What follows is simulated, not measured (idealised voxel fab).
Herein follows the process module entitled voxel spacer lines.
In the cross-section labelled cut, the width is 200 nm and each square cell is 5 nm.
Just so we're on the same page, the cross-sections are grids of square cells, and they're listed out in bands top to bottom, each band one or more rows deep.
Quick guide to a band line: top height, bottom height (nm) up front; then every material left to right with its width in nm. Only one material and it's marked "full width"? Then it fills the band edge to edge. And "air" just means empty space.
Basically, 0 is our baseline, since under it the wafer straight out of the box is all one material. The bottom band has no lower end and keeps on going down, so it looks like "top 0, no bottom".
A width such as "30 to 40" changes by the same amount from each row of cells to the next, from the band's top row to its bottom row.
Key: "everything unchanged" - step with no changed cell in the cross-section.
In the "Unvented internal voids" entry, you get each enclosed empty space of 8 cells or more, one with no open way to the top, written width x height at distance, distance from the left edge, in nm.
Past the settings on a step's line: simulator remark, on that step.
"overlay nm" denotes, for a step that has a mask, the displacement of the mask to the right of its planned place, with negative values corresponding to the left.
Reading key. Pairs: pre-step and post-step cross-section, one process step apart; post-step view only to lowest changed band. Step between + settings: beneath pair. Runs: pairs may be from different runs of this module, same starting wafer. Continuation from pair above: only where "Geometry before processing" entry says.
-- Geometry before processing
    top 0, no bottom | Si full width
    Unvented internal voids: none
-- Cut View, Post-Step
    top 10, bottom 0 | Al2O3 full width
    Unchanged below 0.
    Unvented internal voids: none
So what happened between those two cross-sections up there? CONFORMAL_DEP, material Al2O3, thk nm 10
Geometry before processing: equal to the after panel directly above.
-- Cut View, Post-Step
    top 25, bottom 10 | TiN full width
    Unchanged below 10.
    Unvented internal voids: none
So what happened between those two cross-sections up there? DIRECTIONAL_DEP, material TiN, thk nm 15
Geometry before processing: equal to the after panel directly above.
-- Cut View, Post-Step
    top 45, bottom 25 | aC full width
    Unchanged below 25.
    Unvented internal voids: none
So what happened between those two cross-sections up there? DIRECTIONAL_DEP, material aC, thk nm 20
Geometry before processing: equal to the after panel directly above.
-- Cut View, Post-Step
    top 70, bottom 45 | 15 air, 25 resist, 45 air, 25 resist, 45 air, 25 resist, 20 air
    Unchanged below 45.
    Unvented internal voids: none
So what happened between those two cross-sections up there? PATTERN, tone cover, mask id MANDREL, material resist, width nm 25, pitch nm 70, thk nm 25, overlay nm 0
Geometry before processing: equal to the after panel directly above.
-- Cut View, Post-Step
    top 50, bottom 45 | 15 air, 25 resist, 45 air, 25 resist, 45 air, 25 resist, 20 air
    top 45, bottom 25 | 15 air, 25 aC, 45 air, 25 aC, 45 air, 25 aC, 20 air
    Unchanged below 25.
    Unvented internal voids: none
So what happened between those two cross-sections up there? DIRECTIONAL_ETCH, etch materials aC, depth nm 20
Geometry before processing: equal to the after panel directly above.
-- Cut View, Post-Step
    top 45, bottom 25 | 15 air, 25 aC, 45 air, 25 aC, 45 air, 25 aC, 20 air
    Unchanged below 25.
    Unvented internal voids: none
So what happened between those two cross-sections up there? STRIP, etch materials resist
Geometry before processing: equal to the after panel directly above.
-- Cut View, Post-Step
    top 55, bottom 45 | 5 air, 45 SiO2, 25 air, 45 SiO2, 25 air, 45 SiO2, 10 air
    top 45, bottom 35 | 5 air, 10 SiO2, 25 aC, 10 SiO2, 25 air, 10 SiO2, 25 aC, 10 SiO2, 25 air, 10 SiO2, 25 aC, 10 SiO2, 10 air
    top 35, bottom 25 | 15 SiO2, 25 aC, 45 SiO2, 25 aC, 45 SiO2, 25 aC, 20 SiO2
    Unchanged below 25.
    Unvented internal voids: none
So what happened between those two cross-sections up there? CONFORMAL_DEP, material SiO2, thk nm 10
Geometry before processing: equal to the after panel directly above.
-- Cut View, Post-Step
    top 45, bottom 25 | 5 air, 10 SiO2, 25 aC, 10 SiO2, 25 air, 10 SiO2, 25 aC, 10 SiO2, 25 air, 10 SiO2, 25 aC, 10 SiO2, 10 air
    Unchanged below 25.
    Unvented internal voids: none
So what happened between those two cross-sections up there? DIRECTIONAL_ETCH, etch materials SiO2, depth nm 10
Geometry before processing: equal to the after panel directly above.
-- Cut View, Post-Step
    top 45, bottom 25 | 5 air, 10 SiO2, 25 air, 10 SiO2, 25 air, 10 SiO2, 25 air, 10 SiO2, 25 air, 10 SiO2, 25 air, 10 SiO2, 10 air
    Unchanged below 25.
    Unvented internal voids: none
So what happened between those two cross-sections up there? STRIP, etch materials aC
Geometry before processing: equal to the after panel directly above.
-- Cut View, Post-Step
    top 45, bottom 25 | 5 air, 10 SiO2, 25 air, 10 SiO2, 25 air, 10 SiO2, 25 air, 10 SiO2, 25 air, 10 SiO2, 25 air, 10 SiO2, 10 air
    top 25, bottom 10 | 5 air, 10 TiN, 25 air, 10 TiN, 25 air, 10 TiN, 25 air, 10 TiN, 25 air, 10 TiN, 25 air, 10 TiN, 10 air
    Unchanged below 10.
    Unvented internal voids: none
So what happened between those two cross-sections up there? DIRECTIONAL_ETCH, etch materials TiN, depth nm 15
Geometry before processing: equal to the after panel directly above.
-- Cut View, Post-Step
    top 25, bottom 10 | 5 air, 10 TiN, 25 air, 10 TiN, 25 air, 10 TiN, 25 air, 10 TiN, 25 air, 10 TiN, 25 air, 10 TiN, 10 air
    Unchanged below 10.
    Unvented internal voids: none
So what happened between those two cross-sections up there? STRIP, etch materials SiO2
-- Geometry before processing
    top 0, no bottom | Si full width
    Unvented internal voids: none
-- Cut View, Post-Step
    top 15, bottom 0 | TiN full width
    Unchanged below 0.
    Unvented internal voids: none
So what happened between those two cross-sections up there? DIRECTIONAL_DEP, material TiN, thk nm 15
Geometry before processing: equal to the after panel directly above.
-- Cut View, Post-Step
    top 35, bottom 15 | aC full width
    Unchanged below 15.
    Unvented internal voids: none
So what happened between those two cross-sections up there? DIRECTIONAL_DEP, material aC, thk nm 20
Geometry before processing: equal to the after panel directly above.
-- Cut View, Post-Step
    top 60, bottom 35 | 15 air, 25 resist, 45 air, 25 resist, 45 air, 25 resist, 20 air
    Unchanged below 35.
    Unvented internal voids: none
So what happened between those two cross-sections up there? PATTERN, tone cover, mask id MANDREL, material resist, width nm 25, pitch nm 70, thk nm 25, overlay nm 0
Geometry before processing: equal to the after panel directly above.
-- Cut View, Post-Step
    top 40, bottom 35 | 15 air, 25 resist, 45 air, 25 resist, 45 air, 25 resist, 20 air
    top 35, bottom 15 | 15 air, 25 aC, 45 air, 25 aC, 45 air, 25 aC, 20 air
    Unchanged below 15.
    Unvented internal voids: none
So what happened between those two cross-sections up there? DIRECTIONAL_ETCH, etch materials aC, depth nm 20
Geometry before processing: equal to the after panel directly above.
-- Cut View, Post-Step
    top 35, bottom 15 | 15 air, 25 aC, 45 air, 25 aC, 45 air, 25 aC, 20 air
    Unchanged below 15.
    Unvented internal voids: none
So what happened between those two cross-sections up there? STRIP, etch materials resist
Geometry before processing: equal to the after panel directly above.
-- Cut View, Post-Step
    top 45, bottom 35 | 5 air, 45 SiO2, 25 air, 45 SiO2, 25 air, 45 SiO2, 10 air
    top 35, bottom 25 | 5 air, 10 SiO2, 25 aC, 10 SiO2, 25 air, 10 SiO2, 25 aC, 10 SiO2, 25 air, 10 SiO2, 25 aC, 10 SiO2, 10 air
    top 25, bottom 15 | 15 SiO2, 25 aC, 45 SiO2, 25 aC, 45 SiO2, 25 aC, 20 SiO2
    Unchanged below 15.
    Unvented internal voids: none
So what happened between those two cross-sections up there? CONFORMAL_DEP, material SiO2, thk nm 10
Geometry before processing: equal to the after panel directly above.
-- Cut View, Post-Step
    top 35, bottom 15 | 5 air, 10 SiO2, 25 aC, 10 SiO2, 25 air, 10 SiO2, 25 aC, 10 SiO2, 25 air, 10 SiO2, 25 aC, 10 SiO2, 10 air
    Unchanged below 15.
    Unvented internal voids: none
So what happened between those two cross-sections up there? DIRECTIONAL_ETCH, etch materials SiO2, depth nm 10
Geometry before processing: equal to the after panel directly above.
-- Cut View, Post-Step
    top 35, bottom 15 | 5 air, 10 SiO2, 25 air, 10 SiO2, 25 air, 10 SiO2, 25 air, 10 SiO2, 25 air, 10 SiO2, 25 air, 10 SiO2, 10 air
    Unchanged below 15.
    Unvented internal voids: none
So what happened between those two cross-sections up there? STRIP, etch materials aC
Geometry before processing: equal to the after panel directly above.
-- Cut View, Post-Step
    top 35, bottom 15 | 5 air, 10 SiO2, 25 air, 10 SiO2, 25 air, 10 SiO2, 25 air, 10 SiO2, 25 air, 10 SiO2, 25 air, 10 SiO2, 10 air
    top 15, bottom 0 | 5 air, 10 TiN, 25 air, 10 TiN, 25 air, 10 TiN, 25 air, 10 TiN, 25 air, 10 TiN, 25 air, 10 TiN, 10 air
    Unchanged below 0.
    Unvented internal voids: none
So what happened between those two cross-sections up there? DIRECTIONAL_ETCH, etch materials TiN, depth nm 15
Geometry before processing: equal to the after panel directly above.
-- Cut View, Post-Step
    top 15, bottom 0 | 5 air, 10 TiN, 25 air, 10 TiN, 25 air, 10 TiN, 25 air, 10 TiN, 25 air, 10 TiN, 25 air, 10 TiN, 10 air
    Unchanged below 0.
    Unvented internal voids: none
So what happened between those two cross-sections up there? STRIP, etch materials SiO2
-- Geometry before processing
    top 25, bottom 10 | TiN full width
    top 10, bottom 0 | Al2O3 full width
    top 0, no bottom | Si full width
    Unvented internal voids: none
-- Cut View, Post-Step
    top 40, bottom 10 | TiN full width
    Unchanged below 10.
    Unvented internal voids: none
So what happened between those two cross-sections up there? DIRECTIONAL_DEP, material TiN, thk nm 15
Geometry before processing: equal to the after panel directly above.
-- Cut View, Post-Step
    top 60, bottom 40 | aC full width
    Unchanged below 40.
    Unvented internal voids: none
So what happened between those two cross-sections up there? DIRECTIONAL_DEP, material aC, thk nm 20
Geometry before processing: equal to the after panel directly above.
-- Cut View, Post-Step
    top 85, bottom 60 | 15 air, 25 resist, 45 air, 25 resist, 45 air, 25 resist, 20 air
    Unchanged below 60.
    Unvented internal voids: none
So what happened between those two cross-sections up there? PATTERN, tone cover, mask id MANDREL, material resist, width nm 25, pitch nm 70, thk nm 25, overlay nm 0
Geometry before processing: equal to the after panel directly above.
-- Cut View, Post-Step
    top 65, bottom 60 | 15 air, 25 resist, 45 air, 25 resist, 45 air, 25 resist, 20 air
    top 60, bottom 40 | 15 air, 25 aC, 45 air, 25 aC, 45 air, 25 aC, 20 air
    Unchanged below 40.
    Unvented internal voids: none
So what happened between those two cross-sections up there? DIRECTIONAL_ETCH, etch materials aC, depth nm 20
Geometry before processing: equal to the after panel directly above.
-- Cut View, Post-Step
    top 60, bottom 40 | 15 air, 25 aC, 45 air, 25 aC, 45 air, 25 aC, 20 air
    Unchanged below 40.
    Unvented internal voids: none
So what happened between those two cross-sections up there? STRIP, etch materials resist
Geometry before processing: equal to the after panel directly above.
-- Cut View, Post-Step
    top 70, bottom 60 | 5 air, 45 SiO2, 25 air, 45 SiO2, 25 air, 45 SiO2, 10 air
    top 60, bottom 50 | 5 air, 10 SiO2, 25 aC, 10 SiO2, 25 air, 10 SiO2, 25 aC, 10 SiO2, 25 air, 10 SiO2, 25 aC, 10 SiO2, 10 air
    top 50, bottom 40 | 15 SiO2, 25 aC, 45 SiO2, 25 aC, 45 SiO2, 25 aC, 20 SiO2
    Unchanged below 40.
    Unvented internal voids: none
So what happened between those two cross-sections up there? CONFORMAL_DEP, material SiO2, thk nm 10
Geometry before processing: equal to the after panel directly above.
-- Cut View, Post-Step
    top 60, bottom 40 | 5 air, 10 SiO2, 25 aC, 10 SiO2, 25 air, 10 SiO2, 25 aC, 10 SiO2, 25 air, 10 SiO2, 25 aC, 10 SiO2, 10 air
    Unchanged below 40.
    Unvented internal voids: none
So what happened between those two cross-sections up there? DIRECTIONAL_ETCH, etch materials SiO2, depth nm 10
Geometry before processing: equal to the after panel directly above.
-- Cut View, Post-Step
    top 60, bottom 40 | 5 air, 10 SiO2, 25 air, 10 SiO2, 25 air, 10 SiO2, 25 air, 10 SiO2, 25 air, 10 SiO2, 25 air, 10 SiO2, 10 air
    Unchanged below 40.
    Unvented internal voids: none
So what happened between those two cross-sections up there? STRIP, etch materials aC
Geometry before processing: equal to the after panel directly above.
-- Cut View, Post-Step
    top 60, bottom 40 | 5 air, 10 SiO2, 25 air, 10 SiO2, 25 air, 10 SiO2, 25 air, 10 SiO2, 25 air, 10 SiO2, 25 air, 10 SiO2, 10 air
    top 40, bottom 25 | 5 air, 10 TiN, 25 air, 10 TiN, 25 air, 10 TiN, 25 air, 10 TiN, 25 air, 10 TiN, 25 air, 10 TiN, 10 air
    Unchanged below 25.
    Unvented internal voids: none
So what happened between those two cross-sections up there? DIRECTIONAL_ETCH, etch materials TiN, depth nm 15
Geometry before processing: equal to the after panel directly above.
-- Cut View, Post-Step
    top 40, bottom 25 | 5 air, 10 TiN, 25 air, 10 TiN, 25 air, 10 TiN, 25 air, 10 TiN, 25 air, 10 TiN, 25 air, 10 TiN, 10 air
    Unchanged below 25.
    Unvented internal voids: none
So what happened between those two cross-sections up there? STRIP, etch materials SiO2
-- Geometry before processing
    top 10, bottom 0 | Al2O3 full width
    top 0, no bottom | Si full width
    Unvented internal voids: none
-- Cut View, Post-Step
    top 30, bottom 10 | aC full width
    Unchanged below 10.
    Unvented internal voids: none
So what happened between those two cross-sections up there? DIRECTIONAL_DEP, material aC, thk nm 20
Geometry before processing: equal to the after panel directly above.
-- Cut View, Post-Step
    top 45, bottom 30 | TiN full width
    Unchanged below 30.
    Unvented internal voids: none
So what happened between those two cross-sections up there? DIRECTIONAL_DEP, material TiN, thk nm 15
Geometry before processing: equal to the after panel directly above.
-- Cut View, Post-Step
    top 70, bottom 45 | 15 air, 25 resist, 45 air, 25 resist, 45 air, 25 resist, 20 air
    Unchanged below 45.
    Unvented internal voids: none
So what happened between those two cross-sections up there? PATTERN, tone cover, mask id MANDREL, material resist, width nm 25, pitch nm 70, thk nm 25, overlay nm 0
Geometry before processing: equal to the after panel directly above.
-- Cut View, Post-Step
    top 50, bottom 45 | 15 air, 25 resist, 45 air, 25 resist, 45 air, 25 resist, 20 air
    Unchanged below 45.
    Unvented internal voids: none
So what happened between those two cross-sections up there? DIRECTIONAL_ETCH, etch materials aC, depth nm 20
Geometry before processing: equal to the after panel directly above.
-- Cut View, Post-Step
    top 45, bottom 30 | TiN full width
    Unchanged below 30.
    Unvented internal voids: none
So what happened between those two cross-sections up there? STRIP, etch materials resist
Geometry before processing: equal to the after panel directly above.
-- Cut View, Post-Step
    top 55, bottom 45 | SiO2 full width
    Unchanged below 45.
    Unvented internal voids: none
So what happened between those two cross-sections up there? CONFORMAL_DEP, material SiO2, thk nm 10
Geometry before processing: equal to the after panel directly above.
-- Cut View, Post-Step
    top 45, bottom 30 | TiN full width
    Unchanged below 30.
    Unvented internal voids: none
So what happened between those two cross-sections up there? DIRECTIONAL_ETCH, etch materials SiO2, depth nm 10
Geometry before processing: equal to the after panel directly above.
-- Cut View, Post-Step
    top 30, bottom 10 | aC full width
    Unchanged below 10.
    Unvented internal voids: none
So what happened between those two cross-sections up there? DIRECTIONAL_ETCH, etch materials TiN, depth nm 15
-- Geometry before processing
    top 45, bottom 25 | 5 air, 10 SiO2, 25 air, 10 SiO2, 25 air, 10 SiO2, 25 air, 10 SiO2, 25 air, 10 SiO2, 25 air, 10 SiO2, 10 air
    top 25, bottom 10 | TiN full width
    top 10, bottom 0 | Al2O3 full width
    top 0, no bottom | Si full width
    Unvented internal voids: none
-- Cut View, Post-Step
    top 45, bottom 25 | 5 air, 10 SiO2, 25 air, 10 SiO2, 25 air, 10 SiO2, 25 air, 10 SiO2, 25 air, 10 SiO2, 25 air, 10 SiO2, 10 air
    top 25, bottom 15 | 5 air, 10 TiN, 25 air, 10 TiN, 25 air, 10 TiN, 25 air, 10 TiN, 25 air, 10 TiN, 25 air, 10 TiN, 10 air
    Unchanged below 15.
    Unvented internal voids: none
So what happened between those two cross-sections up there? DIRECTIONAL_ETCH, etch materials TiN, depth nm 10
Geometry before processing: equal to the after panel directly above.
-- Cut View, Post-Step
    top 25, bottom 15 | 5 air, 10 TiN, 25 air, 10 TiN, 25 air, 10 TiN, 25 air, 10 TiN, 25 air, 10 TiN, 25 air, 10 TiN, 10 air
    Unchanged below 15.
    Unvented internal voids: none
So what happened between those two cross-sections up there? STRIP, etch materials SiO2
-- Geometry before processing
    top 45, bottom 25 | aC full width
    top 25, bottom 10 | TiN full width
    top 10, bottom 0 | Al2O3 full width
    top 0, no bottom | Si full width
    Unvented internal voids: none
-- Cut View, Post-Step
    top 70, bottom 45 | 15 air, 30 resist, 40 air, 30 resist, 40 air, 30 resist, 15 air
    Unchanged below 45.
    Unvented internal voids: none
So what happened between those two cross-sections up there? PATTERN, tone cover, mask id MANDREL, material resist, width nm 30, pitch nm 70, thk nm 25, overlay nm 0
Geometry before processing: equal to the after panel directly above.
-- Cut View, Post-Step
    top 50, bottom 45 | 15 air, 30 resist, 40 air, 30 resist, 40 air, 30 resist, 15 air
    top 45, bottom 25 | 15 air, 30 aC, 40 air, 30 aC, 40 air, 30 aC, 15 air
    Unchanged below 25.
    Unvented internal voids: none
So what happened between those two cross-sections up there? DIRECTIONAL_ETCH, etch materials aC, depth nm 20
Geometry before processing: equal to the after panel directly above.
-- Cut View, Post-Step
    top 45, bottom 25 | 15 air, 30 aC, 40 air, 30 aC, 40 air, 30 aC, 15 air
    Unchanged below 25.
    Unvented internal voids: none
So what happened between those two cross-sections up there? STRIP, etch materials resist
Geometry before processing: equal to the after panel directly above.
-- Cut View, Post-Step
    top 55, bottom 45 | 5 air, 50 SiO2, 20 air, 50 SiO2, 20 air, 50 SiO2, 5 air
    top 45, bottom 35 | 5 air, 10 SiO2, 30 aC, 10 SiO2, 20 air, 10 SiO2, 30 aC, 10 SiO2, 20 air, 10 SiO2, 30 aC, 10 SiO2, 5 air
    top 35, bottom 25 | 15 SiO2, 30 aC, 40 SiO2, 30 aC, 40 SiO2, 30 aC, 15 SiO2
    Unchanged below 25.
    Unvented internal voids: none
So what happened between those two cross-sections up there? CONFORMAL_DEP, material SiO2, thk nm 10
Geometry before processing: equal to the after panel directly above.
-- Cut View, Post-Step
    top 45, bottom 25 | 5 air, 10 SiO2, 30 aC, 10 SiO2, 20 air, 10 SiO2, 30 aC, 10 SiO2, 20 air, 10 SiO2, 30 aC, 10 SiO2, 5 air
    Unchanged below 25.
    Unvented internal voids: none
So what happened between those two cross-sections up there? DIRECTIONAL_ETCH, etch materials SiO2, depth nm 10
Geometry before processing: equal to the after panel directly above.
-- Cut View, Post-Step
    top 45, bottom 25 | 5 air, 10 SiO2, 30 air, 10 SiO2, 20 air, 10 SiO2, 30 air, 10 SiO2, 20 air, 10 SiO2, 30 air, 10 SiO2, 5 air
    Unchanged below 25.
    Unvented internal voids: none
So what happened between those two cross-sections up there? STRIP, etch materials aC
Geometry before processing: equal to the after panel directly above.
-- Cut View, Post-Step
    top 45, bottom 25 | 5 air, 10 SiO2, 30 air, 10 SiO2, 20 air, 10 SiO2, 30 air, 10 SiO2, 20 air, 10 SiO2, 30 air, 10 SiO2, 5 air
    top 25, bottom 10 | 5 air, 10 TiN, 30 air, 10 TiN, 20 air, 10 TiN, 30 air, 10 TiN, 20 air, 10 TiN, 30 air, 10 TiN, 5 air
    Unchanged below 10.
    Unvented internal voids: none
So what happened between those two cross-sections up there? DIRECTIONAL_ETCH, etch materials TiN, depth nm 15
Geometry before processing: equal to the after panel directly above.
-- Cut View, Post-Step
    top 25, bottom 10 | 5 air, 10 TiN, 30 air, 10 TiN, 20 air, 10 TiN, 30 air, 10 TiN, 20 air, 10 TiN, 30 air, 10 TiN, 5 air
    Unchanged below 10.
    Unvented internal voids: none
So what happened between those two cross-sections up there? STRIP, etch materials SiO2
-- Geometry before processing
    top 45, bottom 25 | aC full width
    top 25, bottom 10 | TiN full width
    top 10, bottom 0 | Al2O3 full width
    top 0, no bottom | Si full width
    Unvented internal voids: none
-- Cut View, Post-Step
    top 70, bottom 45 | 20 air, 25 resist, 45 air, 25 resist, 45 air, 25 resist, 15 air
    Unchanged below 45.
    Unvented internal voids: none
So what happened between those two cross-sections up there? PATTERN, tone cover, mask id MANDREL, material resist, width nm 25, pitch nm 70, thk nm 25, overlay nm 5
Geometry before processing: equal to the after panel directly above.
-- Cut View, Post-Step
    top 50, bottom 45 | 20 air, 25 resist, 45 air, 25 resist, 45 air, 25 resist, 15 air
    top 45, bottom 25 | 20 air, 25 aC, 45 air, 25 aC, 45 air, 25 aC, 15 air
    Unchanged below 25.
    Unvented internal voids: none
So what happened between those two cross-sections up there? DIRECTIONAL_ETCH, etch materials aC, depth nm 20
Geometry before processing: equal to the after panel directly above.
-- Cut View, Post-Step
    top 45, bottom 25 | 20 air, 25 aC, 45 air, 25 aC, 45 air, 25 aC, 15 air
    Unchanged below 25.
    Unvented internal voids: none
So what happened between those two cross-sections up there? STRIP, etch materials resist
Geometry before processing: equal to the after panel directly above.
-- Cut View, Post-Step
    top 55, bottom 45 | 10 air, 45 SiO2, 25 air, 45 SiO2, 25 air, 45 SiO2, 5 air
    top 45, bottom 35 | 10 air, 10 SiO2, 25 aC, 10 SiO2, 25 air, 10 SiO2, 25 aC, 10 SiO2, 25 air, 10 SiO2, 25 aC, 10 SiO2, 5 air
    top 35, bottom 25 | 20 SiO2, 25 aC, 45 SiO2, 25 aC, 45 SiO2, 25 aC, 15 SiO2
    Unchanged below 25.
    Unvented internal voids: none
So what happened between those two cross-sections up there? CONFORMAL_DEP, material SiO2, thk nm 10
Geometry before processing: equal to the after panel directly above.
-- Cut View, Post-Step
    top 45, bottom 25 | 10 air, 10 SiO2, 25 aC, 10 SiO2, 25 air, 10 SiO2, 25 aC, 10 SiO2, 25 air, 10 SiO2, 25 aC, 10 SiO2, 5 air
    Unchanged below 25.
    Unvented internal voids: none
So what happened between those two cross-sections up there? DIRECTIONAL_ETCH, etch materials SiO2, depth nm 10
Geometry before processing: equal to the after panel directly above.
-- Cut View, Post-Step
    top 45, bottom 25 | 10 air, 10 SiO2, 25 air, 10 SiO2, 25 air, 10 SiO2, 25 air, 10 SiO2, 25 air, 10 SiO2, 25 air, 10 SiO2, 5 air
    Unchanged below 25.
    Unvented internal voids: none
So what happened between those two cross-sections up there? STRIP, etch materials aC
Geometry before processing: equal to the after panel directly above.
-- Cut View, Post-Step
    top 45, bottom 25 | 10 air, 10 SiO2, 25 air, 10 SiO2, 25 air, 10 SiO2, 25 air, 10 SiO2, 25 air, 10 SiO2, 25 air, 10 SiO2, 5 air
    top 25, bottom 10 | 10 air, 10 TiN, 25 air, 10 TiN, 25 air, 10 TiN, 25 air, 10 TiN, 25 air, 10 TiN, 25 air, 10 TiN, 5 air
    Unchanged below 10.
    Unvented internal voids: none
So what happened between those two cross-sections up there? DIRECTIONAL_ETCH, etch materials TiN, depth nm 15
Geometry before processing: equal to the after panel directly above.
-- Cut View, Post-Step
    top 25, bottom 10 | 10 air, 10 TiN, 25 air, 10 TiN, 25 air, 10 TiN, 25 air, 10 TiN, 25 air, 10 TiN, 25 air, 10 TiN, 5 air
    Unchanged below 10.
    Unvented internal voids: none
So what happened between those two cross-sections up there? STRIP, etch materials SiO2
-- Geometry before processing
    top 0, no bottom | Si full width
    Unvented internal voids: none
-- Cut View, Post-Step
    top 10, bottom 0 | aC full width
    Unchanged below 0.
    Unvented internal voids: none
So what happened between those two cross-sections up there? CONFORMAL_DEP, material aC, thk nm 10
Geometry before processing: equal to the after panel directly above.
-- Cut View, Post-Step
    top 25, bottom 10 | TiN full width
    Unchanged below 10.
    Unvented internal voids: none
So what happened between those two cross-sections up there? DIRECTIONAL_DEP, material TiN, thk nm 15
Geometry before processing: equal to the after panel directly above.
-- Cut View, Post-Step
    top 45, bottom 25 | aC full width
    Unchanged below 25.
    Unvented internal voids: none
So what happened between those two cross-sections up there? DIRECTIONAL_DEP, material aC, thk nm 20
Geometry before processing: equal to the after panel directly above.
-- Cut View, Post-Step
    top 70, bottom 45 | 15 air, 25 resist, 45 air, 25 resist, 45 air, 25 resist, 20 air
    Unchanged below 45.
    Unvented internal voids: none
So what happened between those two cross-sections up there? PATTERN, tone cover, mask id MANDREL, material resist, width nm 25, pitch nm 70, thk nm 25, overlay nm 0
Geometry before processing: equal to the after panel directly above.
-- Cut View, Post-Step
    top 50, bottom 45 | 15 air, 25 resist, 45 air, 25 resist, 45 air, 25 resist, 20 air
    top 45, bottom 25 | 15 air, 25 aC, 45 air, 25 aC, 45 air, 25 aC, 20 air
    Unchanged below 25.
    Unvented internal voids: none
So what happened between those two cross-sections up there? DIRECTIONAL_ETCH, etch materials aC, depth nm 20
Geometry before processing: equal to the after panel directly above.
-- Cut View, Post-Step
    top 45, bottom 25 | 15 air, 25 aC, 45 air, 25 aC, 45 air, 25 aC, 20 air
    Unchanged below 25.
    Unvented internal voids: none
So what happened between those two cross-sections up there? STRIP, etch materials resist
Geometry before processing: equal to the after panel directly above.
-- Cut View, Post-Step
    top 55, bottom 45 | 5 air, 45 SiO2, 25 air, 45 SiO2, 25 air, 45 SiO2, 10 air
    top 45, bottom 35 | 5 air, 10 SiO2, 25 aC, 10 SiO2, 25 air, 10 SiO2, 25 aC, 10 SiO2, 25 air, 10 SiO2, 25 aC, 10 SiO2, 10 air
    top 35, bottom 25 | 15 SiO2, 25 aC, 45 SiO2, 25 aC, 45 SiO2, 25 aC, 20 SiO2
    Unchanged below 25.
    Unvented internal voids: none
So what happened between those two cross-sections up there? CONFORMAL_DEP, material SiO2, thk nm 10
Geometry before processing: equal to the after panel directly above.
-- Cut View, Post-Step
    top 45, bottom 25 | 5 air, 10 SiO2, 25 aC, 10 SiO2, 25 air, 10 SiO2, 25 aC, 10 SiO2, 25 air, 10 SiO2, 25 aC, 10 SiO2, 10 air
    Unchanged below 25.
    Unvented internal voids: none
So what happened between those two cross-sections up there? DIRECTIONAL_ETCH, etch materials SiO2, depth nm 10
Geometry before processing: equal to the after panel directly above.
-- Cut View, Post-Step
    top 45, bottom 25 | 5 air, 10 SiO2, 25 air, 10 SiO2, 25 air, 10 SiO2, 25 air, 10 SiO2, 25 air, 10 SiO2, 25 air, 10 SiO2, 10 air
    Unchanged below 25.
    Unvented internal voids: none
So what happened between those two cross-sections up there? STRIP, etch materials aC
Geometry before processing: equal to the after panel directly above.
-- Cut View, Post-Step
    top 45, bottom 25 | 5 air, 10 SiO2, 25 air, 10 SiO2, 25 air, 10 SiO2, 25 air, 10 SiO2, 25 air, 10 SiO2, 25 air, 10 SiO2, 10 air
    top 25, bottom 10 | 5 air, 10 TiN, 25 air, 10 TiN, 25 air, 10 TiN, 25 air, 10 TiN, 25 air, 10 TiN, 25 air, 10 TiN, 10 air
    Unchanged below 10.
    Unvented internal voids: none
So what happened between those two cross-sections up there? DIRECTIONAL_ETCH, etch materials TiN, depth nm 15
Geometry before processing: equal to the after panel directly above.
-- Cut View, Post-Step
    top 25, bottom 10 | 5 air, 10 TiN, 25 air, 10 TiN, 25 air, 10 TiN, 25 air, 10 TiN, 25 air, 10 TiN, 25 air, 10 TiN, 10 air
    Unchanged below 10.
    Unvented internal voids: none
So what happened between those two cross-sections up there? STRIP, etch materials SiO2
-- Geometry before processing
    top 45, bottom 25 | aC full width
    top 25, bottom 10 | TiN full width
    top 10, bottom 0 | Al2O3 full width
    top 0, no bottom | Si full width
    Unvented internal voids: none
-- Cut View, Post-Step
    top 70, bottom 45 | 15 resist, 25 air, 45 resist, 25 air, 45 resist, 25 air, 20 resist
    Unchanged below 45.
    Unvented internal voids: none
So what happened between those two cross-sections up there? PATTERN, tone open, mask id MANDREL, material resist, width nm 25, pitch nm 70, thk nm 25, overlay nm 0
Geometry before processing: equal to the after panel directly above.
-- Cut View, Post-Step
    top 50, bottom 45 | 15 resist, 25 air, 45 resist, 25 air, 45 resist, 25 air, 20 resist
    top 45, bottom 25 | 15 aC, 25 air, 45 aC, 25 air, 45 aC, 25 air, 20 aC
    Unchanged below 25.
    Unvented internal voids: none
So what happened between those two cross-sections up there? DIRECTIONAL_ETCH, etch materials aC, depth nm 20
Geometry before processing: equal to the after panel directly above.
-- Cut View, Post-Step
    top 45, bottom 25 | 15 aC, 25 air, 45 aC, 25 air, 45 aC, 25 air, 20 aC
    Unchanged below 25.
    Unvented internal voids: none
So what happened between those two cross-sections up there? STRIP, etch materials resist
Geometry before processing: equal to the after panel directly above.
-- Cut View, Post-Step
    top 55, bottom 45 | 25 SiO2, 5 air, 65 SiO2, 5 air, 65 SiO2, 5 air, 30 SiO2
    top 45, bottom 35 | 15 aC, 10 SiO2, 5 air, 10 SiO2, 45 aC, 10 SiO2, 5 air, 10 SiO2, 45 aC, 10 SiO2, 5 air, 10 SiO2, 20 aC
    top 35, bottom 25 | 15 aC, 25 SiO2, 45 aC, 25 SiO2, 45 aC, 25 SiO2, 20 aC
    Unchanged below 25.
    Unvented internal voids: none
So what happened between those two cross-sections up there? CONFORMAL_DEP, material SiO2, thk nm 10
Geometry before processing: equal to the after panel directly above.
-- Cut View, Post-Step
    top 45, bottom 25 | 15 aC, 10 SiO2, 5 air, 10 SiO2, 45 aC, 10 SiO2, 5 air, 10 SiO2, 45 aC, 10 SiO2, 5 air, 10 SiO2, 20 aC
    Unchanged below 25.
    Unvented internal voids: none
So what happened between those two cross-sections up there? DIRECTIONAL_ETCH, etch materials SiO2, depth nm 10
Geometry before processing: equal to the after panel directly above.
-- Cut View, Post-Step
    top 45, bottom 25 | 15 air, 10 SiO2, 5 air, 10 SiO2, 45 air, 10 SiO2, 5 air, 10 SiO2, 45 air, 10 SiO2, 5 air, 10 SiO2, 20 air
    Unchanged below 25.
    Unvented internal voids: none
So what happened between those two cross-sections up there? STRIP, etch materials aC
Geometry before processing: equal to the after panel directly above.
-- Cut View, Post-Step
    top 45, bottom 25 | 15 air, 10 SiO2, 5 air, 10 SiO2, 45 air, 10 SiO2, 5 air, 10 SiO2, 45 air, 10 SiO2, 5 air, 10 SiO2, 20 air
    top 25, bottom 10 | 15 air, 10 TiN, 5 air, 10 TiN, 45 air, 10 TiN, 5 air, 10 TiN, 45 air, 10 TiN, 5 air, 10 TiN, 20 air
    Unchanged below 10.
    Unvented internal voids: none
So what happened between those two cross-sections up there? DIRECTIONAL_ETCH, etch materials TiN, depth nm 15
Geometry before processing: equal to the after panel directly above.
-- Cut View, Post-Step
    top 25, bottom 10 | 15 air, 10 TiN, 5 air, 10 TiN, 45 air, 10 TiN, 5 air, 10 TiN, 45 air, 10 TiN, 5 air, 10 TiN, 20 air
    Unchanged below 10.
    Unvented internal voids: none
So what happened between those two cross-sections up there? STRIP, etch materials SiO2
